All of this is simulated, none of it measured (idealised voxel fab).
process module | voxel gate over fins
cross-section cut | 185 nm wide | cells 5 nm
A cross-section is a grid of square cells, given in bands from the top down. A band is one or more rows of cells.
Each band's line starts with the height of the band's top and of its bottom, in nm. Then come its materials from left to right, each with its width in nm. One material with "throughout" fills the band from edge to edge. "air" is empty space.
Height 0 is the level under which the wafer as received is all one material. The lowest band goes on downwards, as in "0 down".
A width such as "30 to 40" changes by the same amount from each row of cells to the next, from the band's top row to its bottom row.
"no change" after a step means that no cell of the cross-section changed.
closed voids: empty space of 8 cells or more with no open way to the top, each as width x height at its distance from the left edge, in nm
after a step's settings: what the simulator itself notes on the step
overlay nm, on a step with a mask: how far to the right of its planned place the mask lay; to the left if negative
plan
1 op RECEIVE | material Si
2 op CONFORMAL_DEP | material SiN | thk nm 5
3 op DIRECTIONAL_DEP | material aC | thk nm 10
4 op PATTERN | tone cover | mask id FINS | material resist | width nm 15 | pitch nm 60 | thk nm 25 | overlay nm 0
5 op DIRECTIONAL_ETCH | etch materials aC | depth nm 10
6 op STRIP | etch materials resist
7 op DIRECTIONAL_ETCH | etch materials SiN | depth nm 5
8 op DIRECTIONAL_ETCH | etch materials Si | depth nm 40
9 op STRIP | etch materials aC
10 op FILL_DEP | material SiO2 | thk nm 10
11 op CMP | height nm 5
12 op PATTERN | tone open | mask id RAIL | material resist | width nm 15 | thk nm 20 | overlay nm 0
13 op DIRECTIONAL_ETCH | etch materials SiO2 | depth nm 40
14 op STRIP | etch materials resist
15 op CONFORMAL_DEP | material TiN | thk nm 5
16 op FILL_DEP | material Ru | thk nm 5
17 op CMP | height nm 5
18 op SELECTIVE_ETCH | etch materials W Ru TiN | depth nm 30
19 op FILL_DEP | material SiO2 | thk nm 5
20 op CMP | height nm 5
21 op SELECTIVE_ETCH | etch materials SiO2 | depth nm 20
22 op STRIP | etch materials SiN
23 op CONFORMAL_DEP | material HfO2 | thk nm 5
24 op CONFORMAL_DEP | material TiN | thk nm 5
25 op FILL_DEP | material W | thk nm 15
26 op CMP | height nm 20
27 op CONFORMAL_DEP | material SiN | thk nm 10
first wafer, as planned
as received, after step 1
  0 down: Si throughout
  closed voids: none
after step 2
  5 to 0: SiN throughout
  below 0: unchanged
after step 3
  15 to 5: aC throughout
  below 5: unchanged
after step 4
  40 to 15: air 55 | resist 15 | air 45 | resist 15 | air 55
  below 15: unchanged
after step 5
  30 to 15: air 55 | resist 15 | air 45 | resist 15 | air 55
  15 to 5: air 55 | aC 15 | air 45 | aC 15 | air 55
  below 5: unchanged
after step 6
  15 to 5: air 55 | aC 15 | air 45 | aC 15 | air 55
  below 5: unchanged
after step 7
  15 to 5: air 55 | aC 15 | air 45 | aC 15 | air 55
  5 to 0: air 55 | SiN 15 | air 45 | SiN 15 | air 55
  below 0: unchanged
after step 8
  15 to 5: air 55 | aC 15 | air 45 | aC 15 | air 55
  5 to 0: air 55 | SiN 15 | air 45 | SiN 15 | air 55
  0 to -40: air 55 | Si 15 | air 45 | Si 15 | air 55
  below -40: unchanged
after step 9
  5 to 0: air 55 | SiN 15 | air 45 | SiN 15 | air 55
  below 0: unchanged
after step 10
  15 to 5: SiO2 throughout
  5 to 0: SiO2 55 | SiN 15 | SiO2 45 | SiN 15 | SiO2 55
  0 to -40: SiO2 55 | Si 15 | SiO2 45 | Si 15 | SiO2 55
  below -40: unchanged
after step 11
  5 to 0: SiO2 55 | SiN 15 | SiO2 45 | SiN 15 | SiO2 55
  below 0: unchanged
after step 12
  25 to 5: resist 85 | air 15 | resist 85
  below 5: unchanged
after step 13
  25 to 5: resist 85 | air 15 | resist 85
  5 to 0: SiO2 55 | SiN 15 | SiO2 15 | air 15 | SiO2 15 | SiN 15 | SiO2 55
  0 to -35: SiO2 55 | Si 15 | SiO2 15 | air 15 | SiO2 15 | Si 15 | SiO2 55
  below -35: unchanged
after step 14
  5 to 0: SiO2 55 | SiN 15 | SiO2 15 | air 15 | SiO2 15 | SiN 15 | SiO2 55
  below 0: unchanged
after step 15
  10 to 5: TiN 90 | air 5 | TiN 90
  5 to 0: SiO2 55 | SiN 15 | SiO2 15 | TiN 5 | air 5 | TiN 5 | SiO2 15 | SiN 15 | SiO2 55
  0 to -30: SiO2 55 | Si 15 | SiO2 15 | TiN 5 | air 5 | TiN 5 | SiO2 15 | Si 15 | SiO2 55
  -30 to -35: SiO2 55 | Si 15 | SiO2 15 | TiN 15 | SiO2 15 | Si 15 | SiO2 55
  below -35: unchanged
after step 16
  15 to 10: Ru throughout
  10 to 5: TiN 90 | Ru 5 | TiN 90
  5 to 0: SiO2 55 | SiN 15 | SiO2 15 | TiN 5 | Ru 5 | TiN 5 | SiO2 15 | SiN 15 | SiO2 55
  0 to -30: SiO2 55 | Si 15 | SiO2 15 | TiN 5 | Ru 5 | TiN 5 | SiO2 15 | Si 15 | SiO2 55
  below -30: unchanged
after step 17
  5 to 0: SiO2 55 | SiN 15 | SiO2 15 | TiN 5 | Ru 5 | TiN 5 | SiO2 15 | SiN 15 | SiO2 55
  below 0: unchanged
after step 18
  5 to 0: SiO2 55 | SiN 15 | SiO2 15 | air 15 | SiO2 15 | SiN 15 | SiO2 55
  0 to -25: SiO2 55 | Si 15 | SiO2 15 | air 15 | SiO2 15 | Si 15 | SiO2 55
  below -25: unchanged
after step 19
  10 to 5: SiO2 throughout
  5 to 0: SiO2 55 | SiN 15 | SiO2 45 | SiN 15 | SiO2 55
  0 to -25: SiO2 55 | Si 15 | SiO2 45 | Si 15 | SiO2 55
  below -25: unchanged
after step 20
  5 to 0: SiO2 55 | SiN 15 | SiO2 45 | SiN 15 | SiO2 55
  below 0: unchanged
after step 21
  5 to 0: air 55 | SiN 15 | air 45 | SiN 15 | air 55
  0 to -15: air 55 | Si 15 | air 45 | Si 15 | air 55
  below -15: unchanged
after step 22
  0 to -15: air 55 | Si 15 | air 45 | Si 15 | air 55
  below -15: unchanged
after step 23
  5 to 0: air 50 | HfO2 25 | air 35 | HfO2 25 | air 50
  0 to -10: air 50 | HfO2 5 | Si 15 | HfO2 5 | air 35 | HfO2 5 | Si 15 | HfO2 5 | air 50
  -10 to -15: HfO2 55 | Si 15 | HfO2 45 | Si 15 | HfO2 55
  below -15: unchanged
after step 24
  10 to 5: air 45 | TiN 35 | air 25 | TiN 35 | air 45
  5 to 0: air 45 | TiN 5 | HfO2 25 | TiN 5 | air 25 | TiN 5 | HfO2 25 | TiN 5 | air 45
  0 to -5: air 45 | TiN 5 | HfO2 5 | Si 15 | HfO2 5 | TiN 5 | air 25 | TiN 5 | HfO2 5 | Si 15 | HfO2 5 | TiN 5 | air 45
  -5 to -10: TiN 50 | HfO2 5 | Si 15 | HfO2 5 | TiN 35 | HfO2 5 | Si 15 | HfO2 5 | TiN 50
  below -10: unchanged
after step 25
  25 to 10: W throughout
  10 to 5: W 45 | TiN 35 | W 25 | TiN 35 | W 45
  5 to 0: W 45 | TiN 5 | HfO2 25 | TiN 5 | W 25 | TiN 5 | HfO2 25 | TiN 5 | W 45
  0 to -5: W 45 | TiN 5 | HfO2 5 | Si 15 | HfO2 5 | TiN 5 | W 25 | TiN 5 | HfO2 5 | Si 15 | HfO2 5 | TiN 5 | W 45
  below -5: unchanged
after step 26
  20 to 10: W throughout
  below 10: unchanged
after step 27
  30 to 20: SiN throughout
  below 20: unchanged
second wafer: like start, like plan, one mistake. Through step 20 it matches the first wafer
when step 21 should have ended
  5 to 0: air 55 | SiN 15 | air 45 | SiN 15 | air 55
  0 to -25: air 55 | Si 15 | air 45 | Si 15 | air 55
  -25 to -30: air 55 | Si 15 | air 15 | TiN 5 | Ru 5 | TiN 5 | air 15 | Si 15 | air 55
  -30 to -35: air 55 | Si 15 | air 15 | TiN 15 | air 15 | Si 15 | air 55
  below -35: unchanged
when step 22 should have ended
  0 to -25: air 55 | Si 15 | air 45 | Si 15 | air 55
  below -25: unchanged
when step 23 should have ended
  5 to 0: air 50 | HfO2 25 | air 35 | HfO2 25 | air 50
  0 to -20: air 50 | HfO2 5 | Si 15 | HfO2 5 | air 35 | HfO2 5 | Si 15 | HfO2 5 | air 50
  -20 to -25: air 50 | HfO2 5 | Si 15 | HfO2 5 | air 5 | HfO2 25 | air 5 | HfO2 5 | Si 15 | HfO2 5 | air 50
  -25 to -30: air 50 | HfO2 5 | Si 15 | HfO2 5 | air 5 | HfO2 5 | TiN 5 | Ru 5 | TiN 5 | HfO2 5 | air 5 | HfO2 5 | Si 15 | HfO2 5 | air 50
  -30 to -35: HfO2 55 | Si 15 | HfO2 15 | TiN 15 | HfO2 15 | Si 15 | HfO2 55
  below -35: unchanged
when step 24 should have ended
  10 to 5: air 45 | TiN 35 | air 25 | TiN 35 | air 45
  5 to 0: air 45 | TiN 5 | HfO2 25 | TiN 5 | air 25 | TiN 5 | HfO2 25 | TiN 5 | air 45
  0 to -15: air 45 | TiN 5 | HfO2 5 | Si 15 | HfO2 5 | TiN 5 | air 25 | TiN 5 | HfO2 5 | Si 15 | HfO2 5 | TiN 5 | air 45
  -15 to -20: air 45 | TiN 5 | HfO2 5 | Si 15 | HfO2 5 | TiN 35 | HfO2 5 | Si 15 | HfO2 5 | TiN 5 | air 45
  -20 to -25: air 45 | TiN 5 | HfO2 5 | Si 15 | HfO2 5 | TiN 5 | HfO2 25 | TiN 5 | HfO2 5 | Si 15 | HfO2 5 | TiN 5 | air 45
  -25 to -30: TiN 50 | HfO2 5 | Si 15 | HfO2 5 | TiN 5 | HfO2 5 | TiN 5 | Ru 5 | TiN 5 | HfO2 5 | TiN 5 | HfO2 5 | Si 15 | HfO2 5 | TiN 50
  below -30: unchanged
when step 25 should have ended
  25 to 10: W throughout
  10 to 5: W 45 | TiN 35 | W 25 | TiN 35 | W 45
  5 to 0: W 45 | TiN 5 | HfO2 25 | TiN 5 | W 25 | TiN 5 | HfO2 25 | TiN 5 | W 45
  0 to -15: W 45 | TiN 5 | HfO2 5 | Si 15 | HfO2 5 | TiN 5 | W 25 | TiN 5 | HfO2 5 | Si 15 | HfO2 5 | TiN 5 | W 45
  -15 to -20: W 45 | TiN 5 | HfO2 5 | Si 15 | HfO2 5 | TiN 35 | HfO2 5 | Si 15 | HfO2 5 | TiN 5 | W 45
  -20 to -25: W 45 | TiN 5 | HfO2 5 | Si 15 | HfO2 5 | TiN 5 | HfO2 25 | TiN 5 | HfO2 5 | Si 15 | HfO2 5 | TiN 5 | W 45
  below -25: unchanged
when step 26 should have ended
  20 to 10: W throughout
  below 10: unchanged
when step 27 should have ended
  30 to 20: SiN throughout
  below 20: unchanged
what went wrong: step 21 was run twice
at the end the second wafer has, in cells: 20 more of HfO2 | 118 fewer of SiO2 | 16 more of TiN | 82 more of W
